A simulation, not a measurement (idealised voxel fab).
Process module under the name voxel self aligned vias
Square cells of 5 nm make up the cross-section cut, whose width is 295 nm.
Cross-section, as written here: a square-cell grid given band by band from the top down, where a band holds one or more rows of cells. Band entry format. Leading values: height of top, height of bottom, nm. Remainder: materials in left-to-right order, each with its width in nm. Special words: "throughout" on a single material, which then fills the band edge to edge; "blank", empty space. We count height from 0. Below that, the starting wafer is all one material. The lowest band never ends at the bottom but goes on down; see "0..down" for how that is written. Top row gets the first number, bottom row gets the second, and each row in between changes by the same step: that is how a band width like "30->40" works. You'll sometimes find "no modification" written for a step, and that's the way of saying that nowhere in the cross-section did a cell change during that step. Any empty space of 8 cells or more lacking an open way to the top shows up in "Closed void register" as width x height at distance, distance from the left edge, in nm. If you see something after the settings on a step's line, that's the simulator's own remark about that step. "overlay nm" on a masked step: distance the mask lay right of its planned place, negative for left.
Here's what the planned process steps look like:
step 1: RECEIVE: material Si
step 2: CONFORMAL_DEP: material SiO2, thk nm 15
step 3: CONFORMAL_DEP: material SiCN, thk nm 5
step 4: DIRECTIONAL_DEP: material lowk, thk nm 25
step 5: MASKED_ETCH: tone open, mask id LINES, width nm 20, pitch nm 70, etch materials lowk, depth nm 25, overlay nm 0
step 6: CONFORMAL_DEP: material TiN, thk nm 5
step 7: FILL_DEP: material W, thk nm 10
step 8: CMP: height nm 45
step 9: SELECTIVE_ETCH: etch materials W Ru TiN, depth nm 10
step 10: FILL_DEP: material SiN, thk nm 5
step 11: CMP: height nm 45
step 12: DIRECTIONAL_DEP: material lowk, thk nm 20
step 13: DIRECTIONAL_DEP: material aC, thk nm 15
step 14: PATTERN: tone open, mask id VIAS, material resist, width nm 40, pitch nm 70, thk nm 35, overlay nm 0
step 15: DIRECTIONAL_ETCH: etch materials aC, depth nm 15
step 16: STRIP: etch materials resist
step 17: DIRECTIONAL_ETCH: etch materials lowk, depth nm 20
step 18: DIRECTIONAL_ETCH: etch materials SiN, depth nm 10
step 19: STRIP: etch materials aC
step 20: CONFORMAL_DEP: material TiN, thk nm 5
step 21: FILL_DEP: material Cu, thk nm 10
step 22: CMP: height nm 65
step 23: CONFORMAL_DEP: material SiCN, thk nm 5
First of two wafers: run as planned:
As-received state of the wafer in cross-section, equivalent to post-step 1:
    0..down  Si throughout
    Closed void register: none
Wafer after step 2 (cross-section):
    15..0  SiO2 throughout
    At heights below 0, the structure remains unaltered.
Wafer after step 3 (cross-section):
    20..15  SiCN throughout
    At heights below 15, the structure remains unaltered.
Wafer after step 4 (cross-section):
    45..20  lowk throughout
    At heights below 20, the structure remains unaltered.
Wafer after step 5 (cross-section):
    45..20  lowk 65 nm, blank 20 nm, lowk 50 nm, blank 20 nm, lowk 50 nm, blank 20 nm, lowk 70 nm
    At heights below 20, the structure remains unaltered.
Wafer after step 6 (cross-section):
    50..45  TiN 70 nm, blank 10 nm, TiN 60 nm, blank 10 nm, TiN 60 nm, blank 10 nm, TiN 75 nm
    45..25  lowk 65 nm, TiN 5 nm, blank 10 nm, TiN 5 nm, lowk 50 nm, TiN 5 nm, blank 10 nm, TiN 5 nm, lowk 50 nm, TiN 5 nm, blank 10 nm, TiN 5 nm, lowk 70 nm
    25..20  lowk 65 nm, TiN 20 nm, lowk 50 nm, TiN 20 nm, lowk 50 nm, TiN 20 nm, lowk 70 nm
    At heights below 20, the structure remains unaltered.
Wafer after step 7 (cross-section):
    60..50  W throughout
    50..45  TiN 70 nm, W 10 nm, TiN 60 nm, W 10 nm, TiN 60 nm, W 10 nm, TiN 75 nm
    45..25  lowk 65 nm, TiN 5 nm, W 10 nm, TiN 5 nm, lowk 50 nm, TiN 5 nm, W 10 nm, TiN 5 nm, lowk 50 nm, TiN 5 nm, W 10 nm, TiN 5 nm, lowk 70 nm
    At heights below 25, the structure remains unaltered.
Wafer after step 8 (cross-section):
    45..25  lowk 65 nm, TiN 5 nm, W 10 nm, TiN 5 nm, lowk 50 nm, TiN 5 nm, W 10 nm, TiN 5 nm, lowk 50 nm, TiN 5 nm, W 10 nm, TiN 5 nm, lowk 70 nm
    At heights below 25, the structure remains unaltered.
Wafer after step 9 (cross-section):
    45..35  lowk 65 nm, blank 20 nm, lowk 50 nm, blank 20 nm, lowk 50 nm, blank 20 nm, lowk 70 nm
    At heights below 35, the structure remains unaltered.
Wafer after step 10 (cross-section):
    50..45  SiN throughout
    45..35  lowk 65 nm, SiN 20 nm, lowk 50 nm, SiN 20 nm, lowk 50 nm, SiN 20 nm, lowk 70 nm
    At heights below 35, the structure remains unaltered.
Wafer after step 11 (cross-section):
    45..35  lowk 65 nm, SiN 20 nm, lowk 50 nm, SiN 20 nm, lowk 50 nm, SiN 20 nm, lowk 70 nm
    At heights below 35, the structure remains unaltered.
Wafer after step 12 (cross-section):
    65..45  lowk throughout
    At heights below 45, the structure remains unaltered.
Wafer after step 13 (cross-section):
    80..65  aC throughout
    At heights below 65, the structure remains unaltered.
Wafer after step 14 (cross-section):
    115..80  resist 55 nm, blank 40 nm, resist 30 nm, blank 40 nm, resist 30 nm, blank 40 nm, resist 60 nm
    At heights below 80, the structure remains unaltered.
Wafer after step 15 (cross-section):
    100..80  resist 55 nm, blank 40 nm, resist 30 nm, blank 40 nm, resist 30 nm, blank 40 nm, resist 60 nm
    80..65  aC 55 nm, blank 40 nm, aC 30 nm, blank 40 nm, aC 30 nm, blank 40 nm, aC 60 nm
    At heights below 65, the structure remains unaltered.
Wafer after step 16 (cross-section):
    80..65  aC 55 nm, blank 40 nm, aC 30 nm, blank 40 nm, aC 30 nm, blank 40 nm, aC 60 nm
    At heights below 65, the structure remains unaltered.
Wafer after step 17 (cross-section):
    80..65  aC 55 nm, blank 40 nm, aC 30 nm, blank 40 nm, aC 30 nm, blank 40 nm, aC 60 nm
    65..45  lowk 55 nm, blank 40 nm, lowk 30 nm, blank 40 nm, lowk 30 nm, blank 40 nm, lowk 60 nm
    At heights below 45, the structure remains unaltered.
Wafer after step 18 (cross-section):
    80..65  aC 55 nm, blank 40 nm, aC 30 nm, blank 40 nm, aC 30 nm, blank 40 nm, aC 60 nm
    65..45  lowk 55 nm, blank 40 nm, lowk 30 nm, blank 40 nm, lowk 30 nm, blank 40 nm, lowk 60 nm
    45..35  lowk 65 nm, blank 20 nm, lowk 50 nm, blank 20 nm, lowk 50 nm, blank 20 nm, lowk 70 nm
    At heights below 35, the structure remains unaltered.
Wafer after step 19 (cross-section):
    65..45  lowk 55 nm, blank 40 nm, lowk 30 nm, blank 40 nm, lowk 30 nm, blank 40 nm, lowk 60 nm
    At heights below 45, the structure remains unaltered.
Wafer after step 20 (cross-section):
    70..65  TiN 60 nm, blank 30 nm, TiN 40 nm, blank 30 nm, TiN 40 nm, blank 30 nm, TiN 65 nm
    65..50  lowk 55 nm, TiN 5 nm, blank 30 nm, TiN 5 nm, lowk 30 nm, TiN 5 nm, blank 30 nm, TiN 5 nm, lowk 30 nm, TiN 5 nm, blank 30 nm, TiN 5 nm, lowk 60 nm
    50..40  lowk 55->65 nm, TiN 15->5 nm, blank 10 nm, TiN 15->5 nm, lowk 30->50 nm, TiN 15->5 nm, blank 10 nm, TiN 15->5 nm, lowk 30->50 nm, TiN 15->5 nm, blank 10 nm, TiN 15->5 nm, lowk 60->70 nm
    40..35  lowk 65 nm, TiN 20 nm, lowk 50 nm, TiN 20 nm, lowk 50 nm, TiN 20 nm, lowk 70 nm
    At heights below 35, the structure remains unaltered.
Wafer after step 21 (cross-section):
    80..70  Cu throughout
    70..65  TiN 60 nm, Cu 30 nm, TiN 40 nm, Cu 30 nm, TiN 40 nm, Cu 30 nm, TiN 65 nm
    65..50  lowk 55 nm, TiN 5 nm, Cu 30 nm, TiN 5 nm, lowk 30 nm, TiN 5 nm, Cu 30 nm, TiN 5 nm, lowk 30 nm, TiN 5 nm, Cu 30 nm, TiN 5 nm, lowk 60 nm
    50..40  lowk 55->65 nm, TiN 15->5 nm, Cu 10 nm, TiN 15->5 nm, lowk 30->50 nm, TiN 15->5 nm, Cu 10 nm, TiN 15->5 nm, lowk 30->50 nm, TiN 15->5 nm, Cu 10 nm, TiN 15->5 nm, lowk 60->70 nm
    At heights below 40, the structure remains unaltered.
Wafer after step 22 (cross-section):
    65..50  lowk 55 nm, TiN 5 nm, Cu 30 nm, TiN 5 nm, lowk 30 nm, TiN 5 nm, Cu 30 nm, TiN 5 nm, lowk 30 nm, TiN 5 nm, Cu 30 nm, TiN 5 nm, lowk 60 nm
    At heights below 50, the structure remains unaltered.
Wafer after step 23 (cross-section):
    70..65  SiCN throughout
    At heights below 65, the structure remains unaltered.
Second wafer: same start and same plan as the first, one execution error; identical to the first through step 16:
Second wafer, sectioned view, at step 17's planned end time:
    80..65  aC 55 nm, blank 40 nm, aC 30 nm, blank 40 nm, aC 30 nm, blank 40 nm, aC 60 nm
    65..45  lowk 55 nm, blank 40 nm, lowk 30 nm, blank 40 nm, lowk 30 nm, blank 40 nm, lowk 60 nm
    45..35  lowk 55 nm, blank 10 nm, SiN 20 nm, blank 10 nm, lowk 30 nm, blank 10 nm, SiN 20 nm, blank 10 nm, lowk 30 nm, blank 10 nm, SiN 20 nm, blank 10 nm, lowk 60 nm
    35..25  lowk 55 nm, blank 10 nm, TiN 5 nm, W 10 nm, TiN 5 nm, blank 10 nm, lowk 30 nm, blank 10 nm, TiN 5 nm, W 10 nm, TiN 5 nm, blank 10 nm, lowk 30 nm, blank 10 nm, TiN 5 nm, W 10 nm, TiN 5 nm, blank 10 nm, lowk 60 nm
    At heights below 25, the structure remains unaltered.
Second wafer, sectioned view, at step 18's planned end time:
    80..65  aC 55 nm, blank 40 nm, aC 30 nm, blank 40 nm, aC 30 nm, blank 40 nm, aC 60 nm
    65..35  lowk 55 nm, blank 40 nm, lowk 30 nm, blank 40 nm, lowk 30 nm, blank 40 nm, lowk 60 nm
    At heights below 35, the structure remains unaltered.
Second wafer, sectioned view, at step 19's planned end time:
    65..35  lowk 55 nm, blank 40 nm, lowk 30 nm, blank 40 nm, lowk 30 nm, blank 40 nm, lowk 60 nm
    At heights below 35, the structure remains unaltered.
Second wafer, sectioned view, at step 20's planned end time:
    70..65  TiN 60 nm, blank 30 nm, TiN 40 nm, blank 30 nm, TiN 40 nm, blank 30 nm, TiN 65 nm
    65..40  lowk 55 nm, TiN 5 nm, blank 30 nm, TiN 5 nm, lowk 30 nm, TiN 5 nm, blank 30 nm, TiN 5 nm, lowk 30 nm, TiN 5 nm, blank 30 nm, TiN 5 nm, lowk 60 nm
    40..35  lowk 55 nm, TiN 40 nm, lowk 30 nm, TiN 40 nm, lowk 30 nm, TiN 40 nm, lowk 60 nm
    35..25  lowk 55 nm, TiN 15 nm, W 10 nm, TiN 15 nm, lowk 30 nm, TiN 15 nm, W 10 nm, TiN 15 nm, lowk 30 nm, TiN 15 nm, W 10 nm, TiN 15 nm, lowk 60 nm
    At heights below 25, the structure remains unaltered.
Second wafer, sectioned view, at step 21's planned end time:
    80..70  Cu throughout
    70..65  TiN 60 nm, Cu 30 nm, TiN 40 nm, Cu 30 nm, TiN 40 nm, Cu 30 nm, TiN 65 nm
    65..40  lowk 55 nm, TiN 5 nm, Cu 30 nm, TiN 5 nm, lowk 30 nm, TiN 5 nm, Cu 30 nm, TiN 5 nm, lowk 30 nm, TiN 5 nm, Cu 30 nm, TiN 5 nm, lowk 60 nm
    At heights below 40, the structure remains unaltered.
Second wafer, sectioned view, at step 22's planned end time:
    65..40  lowk 55 nm, TiN 5 nm, Cu 30 nm, TiN 5 nm, lowk 30 nm, TiN 5 nm, Cu 30 nm, TiN 5 nm, lowk 30 nm, TiN 5 nm, Cu 30 nm, TiN 5 nm, lowk 60 nm
    At heights below 40, the structure remains unaltered.
Second wafer, sectioned view, at step 23's planned end time:
    70..65  SiCN throughout
    At heights below 65, the structure remains unaltered.
Deviation from plan: step 17 of the plan was carried out twice
Cell-count delta at end, second wafer over first, by material: 24 more of Cu, 24 more of TiN, 48 fewer of lowk
